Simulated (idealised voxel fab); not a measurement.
process module | voxel self aligned vias
cross-section cut | 265 nm wide | cells 5 nm
A cross-section is a grid of square cells, given in bands from the top down. A band is one or more rows of cells.
Each band's line starts with the height of the band's top and of its bottom, in nm. Then come its materials from left to right, each with its width in nm. One material with "throughout" fills the band from edge to edge. "air" is empty space.
Height 0 is the level under which the wafer as received is all one material. The lowest band goes on downwards, as in "0 down".
A width such as "30 to 40" changes by the same amount from each row of cells to the next, from the band's top row to its bottom row.
"no change" after a step means that no cell of the cross-section changed.
closed voids: empty space of 8 cells or more with no open way to the top, each as width x height at its distance from the left edge, in nm
after a step's settings: what the simulator itself notes on the step
overlay nm, on a step with a mask: how far to the right of its planned place the mask lay; to the left if negative
plan
1 op RECEIVE | material Si
2 op CONFORMAL_DEP | material SiO2 | thk nm 15
3 op CONFORMAL_DEP | material SiCN | thk nm 5
4 op DIRECTIONAL_DEP | material lowk | thk nm 30
5 op MASKED_ETCH | tone open | mask id LINES | width nm 25 | pitch nm 75 | etch materials lowk | depth nm 30 | overlay nm 0
6 op CONFORMAL_DEP | material TiN | thk nm 5
7 op FILL_DEP | material Ru | thk nm 10
8 op CMP | height nm 50
9 op SELECTIVE_ETCH | etch materials W Ru TiN | depth nm 5
10 op FILL_DEP | material SiN | thk nm 10
11 op CMP | height nm 50
12 op DIRECTIONAL_DEP | material lowk | thk nm 20
13 op PATTERN | tone open | mask id VIAS | material resist | width nm 45 | thk nm 20 | overlay nm 0
14 op DIRECTIONAL_ETCH | etch materials lowk | depth nm 20
15 op DIRECTIONAL_ETCH | etch materials SiN | depth nm 5
16 op STRIP | etch materials resist
17 op CONFORMAL_DEP | material TiN | thk nm 5
18 op FILL_DEP | material W | thk nm 10
19 op CMP | height nm 70
20 op CONFORMAL_DEP | material SiN | thk nm 5
first wafer, as planned
as received, after step 1
  0 down: Si throughout
  closed voids: none
after step 2
  15 to 0: SiO2 throughout
  below 0: unchanged
after step 3
  20 to 15: SiCN throughout
  below 15: unchanged
after step 4
  50 to 20: lowk throughout
  below 20: unchanged
after step 5
  50 to 20: lowk 80 | air 25 | lowk 50 | air 25 | lowk 85
  below 20: unchanged
after step 6
  55 to 50: TiN 85 | air 15 | TiN 60 | air 15 | TiN 90
  50 to 25: lowk 80 | TiN 5 | air 15 | TiN 5 | lowk 50 | TiN 5 | air 15 | TiN 5 | lowk 85
  25 to 20: lowk 80 | TiN 25 | lowk 50 | TiN 25 | lowk 85
  below 20: unchanged
after step 7
  65 to 55: Ru throughout
  55 to 50: TiN 85 | Ru 15 | TiN 60 | Ru 15 | TiN 90
  50 to 25: lowk 80 | TiN 5 | Ru 15 | TiN 5 | lowk 50 | TiN 5 | Ru 15 | TiN 5 | lowk 85
  below 25: unchanged
after step 8
  50 to 25: lowk 80 | TiN 5 | Ru 15 | TiN 5 | lowk 50 | TiN 5 | Ru 15 | TiN 5 | lowk 85
  below 25: unchanged
after step 9
  50 to 45: lowk 80 | air 25 | lowk 50 | air 25 | lowk 85
  below 45: unchanged
after step 10
  60 to 50: SiN throughout
  50 to 45: lowk 80 | SiN 25 | lowk 50 | SiN 25 | lowk 85
  below 45: unchanged
after step 11
  50 to 45: lowk 80 | SiN 25 | lowk 50 | SiN 25 | lowk 85
  below 45: unchanged
after step 12
  70 to 50: lowk throughout
  below 50: unchanged
after step 13
  90 to 70: resist 70 | air 45 | resist 150
  below 70: unchanged
after step 14
  90 to 70: resist 70 | air 45 | resist 150
  70 to 50: lowk 70 | air 45 | lowk 150
  below 50: unchanged
after step 15
  90 to 70: resist 70 | air 45 | resist 150
  70 to 50: lowk 70 | air 45 | lowk 150
  50 to 45: lowk 80 | air 25 | lowk 50 | SiN 25 | lowk 85
  below 45: unchanged
after step 16
  70 to 50: lowk 70 | air 45 | lowk 150
  below 50: unchanged
after step 17
  75 to 70: TiN 75 | air 35 | TiN 155
  70 to 55: lowk 70 | TiN 5 | air 35 | TiN 5 | lowk 150
  55 to 50: lowk 70 | TiN 15 | air 15 | TiN 15 | lowk 150
  50 to 45: lowk 80 | TiN 25 | lowk 50 | SiN 25 | lowk 85
  below 45: unchanged
after step 18
  85 to 75: W throughout
  75 to 70: TiN 75 | W 35 | TiN 155
  70 to 55: lowk 70 | TiN 5 | W 35 | TiN 5 | lowk 150
  55 to 50: lowk 70 | TiN 15 | W 15 | TiN 15 | lowk 150
  below 50: unchanged
after step 19
  70 to 55: lowk 70 | TiN 5 | W 35 | TiN 5 | lowk 150
  below 55: unchanged
after step 20
  75 to 70: SiN throughout
  below 70: unchanged
second wafer: like start, like plan, one mistake. Through step 1 it matches the first wafer
when step 2 should have ended
  5 to 0: SiCN throughout
  below 0: unchanged
when step 3 should have ended
  20 to 5: SiO2 throughout
  below 5: unchanged
when step 4 should have ended
  50 to 20: lowk throughout
  below 20: unchanged
when step 5 should have ended
  50 to 20: lowk 80 | air 25 | lowk 50 | air 25 | lowk 85
  below 20: unchanged
when step 6 should have ended
  55 to 50: TiN 85 | air 15 | TiN 60 | air 15 | TiN 90
  50 to 25: lowk 80 | TiN 5 | air 15 | TiN 5 | lowk 50 | TiN 5 | air 15 | TiN 5 | lowk 85
  25 to 20: lowk 80 | TiN 25 | lowk 50 | TiN 25 | lowk 85
  below 20: unchanged
when step 7 should have ended
  65 to 55: Ru throughout
  55 to 50: TiN 85 | Ru 15 | TiN 60 | Ru 15 | TiN 90
  50 to 25: lowk 80 | TiN 5 | Ru 15 | TiN 5 | lowk 50 | TiN 5 | Ru 15 | TiN 5 | lowk 85
  below 25: unchanged
when step 8 should have ended
  50 to 25: lowk 80 | TiN 5 | Ru 15 | TiN 5 | lowk 50 | TiN 5 | Ru 15 | TiN 5 | lowk 85
  below 25: unchanged
when step 9 should have ended
  50 to 45: lowk 80 | air 25 | lowk 50 | air 25 | lowk 85
  below 45: unchanged
when step 10 should have ended
  60 to 50: SiN throughout
  50 to 45: lowk 80 | SiN 25 | lowk 50 | SiN 25 | lowk 85
  below 45: unchanged
when step 11 should have ended
  50 to 45: lowk 80 | SiN 25 | lowk 50 | SiN 25 | lowk 85
  below 45: unchanged
when step 12 should have ended
  70 to 50: lowk throughout
  below 50: unchanged
when step 13 should have ended
  90 to 70: resist 70 | air 45 | resist 150
  below 70: unchanged
when step 14 should have ended
  90 to 70: resist 70 | air 45 | resist 150
  70 to 50: lowk 70 | air 45 | lowk 150
  below 50: unchanged
when step 15 should have ended
  90 to 70: resist 70 | air 45 | resist 150
  70 to 50: lowk 70 | air 45 | lowk 150
  50 to 45: lowk 80 | air 25 | lowk 50 | SiN 25 | lowk 85
  below 45: unchanged
when step 16 should have ended
  70 to 50: lowk 70 | air 45 | lowk 150
  below 50: unchanged
when step 17 should have ended
  75 to 70: TiN 75 | air 35 | TiN 155
  70 to 55: lowk 70 | TiN 5 | air 35 | TiN 5 | lowk 150
  55 to 50: lowk 70 | TiN 15 | air 15 | TiN 15 | lowk 150
  50 to 45: lowk 80 | TiN 25 | lowk 50 | SiN 25 | lowk 85
  below 45: unchanged
when step 18 should have ended
  85 to 75: W throughout
  75 to 70: TiN 75 | W 35 | TiN 155
  70 to 55: lowk 70 | TiN 5 | W 35 | TiN 5 | lowk 150
  55 to 50: lowk 70 | TiN 15 | W 15 | TiN 15 | lowk 150
  below 50: unchanged
when step 19 should have ended
  70 to 55: lowk 70 | TiN 5 | W 35 | TiN 5 | lowk 150
  below 55: unchanged
when step 20 should have ended
  75 to 70: SiN throughout
  below 70: unchanged
what went wrong: steps 2 and 3 were swapped
at the end the second wafer has, in cells: as many of each material as the first, in other places
